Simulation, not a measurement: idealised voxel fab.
The process module presented herein is designated voxel plated lines.
Square cells of 5 nm make up the cross-section cut, whose width is 275 nm.
Each cross-section below is a grid of square cells, stated as bands in top-down order, with one or more rows of cells making up each band.
Band entry format. Leading values: height of top, height of bottom, nm. Remainder: materials in left-to-right order, each with its width in nm. Special words: "everywhere" on a single material, which then fills the band edge to edge; "empty", empty space.
It should be noted that heights are counted from 0, beneath which the wafer as supplied is of one material throughout, and that the lowest band possesses no lower boundary but continues downward, as written in "0..down".
So if you see something like "30..40" for the width, read it as the top row of the band sitting at the first number and the bottom row at the second, with every row in between moving by the same amount as the last.
Key: "nothing was modified" - step with no changed cell in the cross-section.
Entry "Trapped voids". Content: empty spaces with no open connection to the top, size 8 cells or greater. Each: width x height at distance. Distance: from left edge. Unit: nm.
That trailing text on a step's line, after the settings, is the simulator's own remark on the step.
You can add "overlay nm" to a step's line. For a step with a mask, it describes how far the mask lay to the right of its planned position, and a negative number describes a lay to the left.
[Process steps (planned)]
1 RECEIVE, material Si
2 CONFORMAL_DEP, material Al2O3, thk nm 5
3 DIRECTIONAL_DEP, material TiN, thk nm 5
4 PATTERN, tone open, mask id LINES, material resist, width nm 30, pitch nm 45, thk nm 25, overlay nm -15
5 EPI, material Ru, thk nm 10
6 EPI, material Ru, thk nm 10
7 STRIP, etch materials resist
8 DIRECTIONAL_ETCH, etch materials TiN, depth nm 5
9 CONFORMAL_DEP, material SiO2, thk nm 5
Same starting wafers, different overlay nm at step 4. Plan value belongs to the first wafer.
[Cross-section, first of several wafers, as delivered after step 1]
	0..down = Si everywhere
	Trapped voids: none
[The first of several wafers, seen in cross-section after the module's last step, step 9]
	35..30 = empty: 80; SiO2: 40; empty: 5; SiO2: 40; empty: 110
	30..10 = empty: 80; SiO2: 5; Ru: 30; SiO2: 5; empty: 5; SiO2: 5; Ru: 30; SiO2: 5; empty: 110
	10..5 = SiO2: 85; TiN: 30; SiO2: 15; TiN: 30; SiO2: 115
	5..0 = Al2O3 everywhere
	0..down = Si everywhere
	Trapped voids: none
[Wafer cross-section (last wafer, module end)]
	35..30 = empty: 110; SiO2: 40; empty: 5; SiO2: 40; empty: 80
	30..10 = empty: 110; SiO2: 5; Ru: 30; SiO2: 5; empty: 5; SiO2: 5; Ru: 30; SiO2: 5; empty: 80
	10..5 = SiO2: 115; TiN: 30; SiO2: 15; TiN: 30; SiO2: 85
	5..0 = Al2O3 everywhere
	0..down = Si everywhere
	Trapped voids: none
[Rows = wafers. At module end, each row lists per material the cells gained (+) or lost (-) since the wafer was received, then the closed voids]
overlay nm -15 | +55 Al2O3 | +48 Ru | +75 SiO2 | +12 TiN | Trapped voids: none
overlay nm -10 | +55 Al2O3 | +48 Ru | +75 SiO2 | +12 TiN | Trapped voids: none
overlay nm -5 | +55 Al2O3 | +48 Ru | +75 SiO2 | +12 TiN | Trapped voids: none
overlay nm 0 | +55 Al2O3 | +48 Ru | +75 SiO2 | +12 TiN | Trapped voids: none
overlay nm 5 | +55 Al2O3 | +48 Ru | +75 SiO2 | +12 TiN | Trapped voids: none
overlay nm 10 | +55 Al2O3 | +48 Ru | +75 SiO2 | +12 TiN | Trapped voids: none
overlay nm 15 | +55 Al2O3 | +48 Ru | +75 SiO2 | +12 TiN | Trapped voids: none
